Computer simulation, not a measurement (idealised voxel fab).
Process module name: voxel released beams
It is cross-section cut that appears here, measuring 275 nm in width, its square cells being 5 nm in size.
Notation: cross-section as square-cell grid; stated in bands, top first, going down; one or more cell rows per band.
It is stipulated that each band's entry specify, in nanometres, the height of the top of the band and then that of its bottom, followed by the materials of the band in left-to-right sequence, each together with its width in nanometres. A single material marked by the word "full width" is understood to fill the band from edge to edge; the word "blank" is understood to denote empty space.
A quick word on heights: they are counted from 0, and under that level the wafer as it came to us is one material throughout. The lowest band is different from the rest in having no bottom; it simply continues downward, written as in "0 nm and below".
Quick explanation for "30 to 40": the width changes in equal steps down the rows of cells, from the first number in the band's top row to the second number in its bottom row.
Given "remained unchanged" for a step, no cell of the cross-section differs between before and after that step.
Closed empty spaces (no open way to the top) of 8 cells or more are what "Entrapped voids" lists, each as width x height at distance from the left edge, nm for all three.
On each step's line, the part that comes after the settings is the simulator's own comment on the step.
The setting "overlay nm" may be written on the line of a step. When the step uses a mask, the value reports how far to the right of the planned place the mask lay, and a negative value reports that it lay to the left.

-- Set out below are the planned steps of the process
step 1: op RECEIVE | material Si
step 2: op CONFORMAL_DEP | material Al2O3 | thk nm 10
step 3: op DIRECTIONAL_DEP | material SiO2 | thk nm 15
step 4: op MASKED_ETCH | tone open | mask id ANCHOR | width nm 25 | etch materials SiO2 | depth nm 15 | overlay nm 0
step 5: op CONFORMAL_DEP | material SiN | thk nm 5
step 6: op MASKED_ETCH | tone cover | mask id BEAM | width nm 105 | etch materials SiN | depth nm 10 | overlay nm 0
step 7: op STRIP | etch materials SiO2
Across this set of wafers, the varied parameter is the thk nm of step 5. Starting conditions are identical for every wafer, and the plan reports the value assigned to the first wafer.

-- Cross-section, first of several wafers, as delivered after step 1
> 0 nm and below  Si full width
> Entrapped voids: none

-- Wafer rows, end of module: cells per material gained (+) or lost (-) since receipt; closed voids last
thk nm 5, +110 Al2O3, +27 SiN, Entrapped voids: none
thk nm 10, +110 Al2O3, +54 SiN, Entrapped voids: none
thk nm 15, +110 Al2O3, +112 SiN, +150 SiO2, Entrapped voids: none
thk nm 20, +110 Al2O3, +167 SiN, +150 SiO2, Entrapped voids: none
thk nm 25, +110 Al2O3, +222 SiN, +150 SiO2, Entrapped voids: none
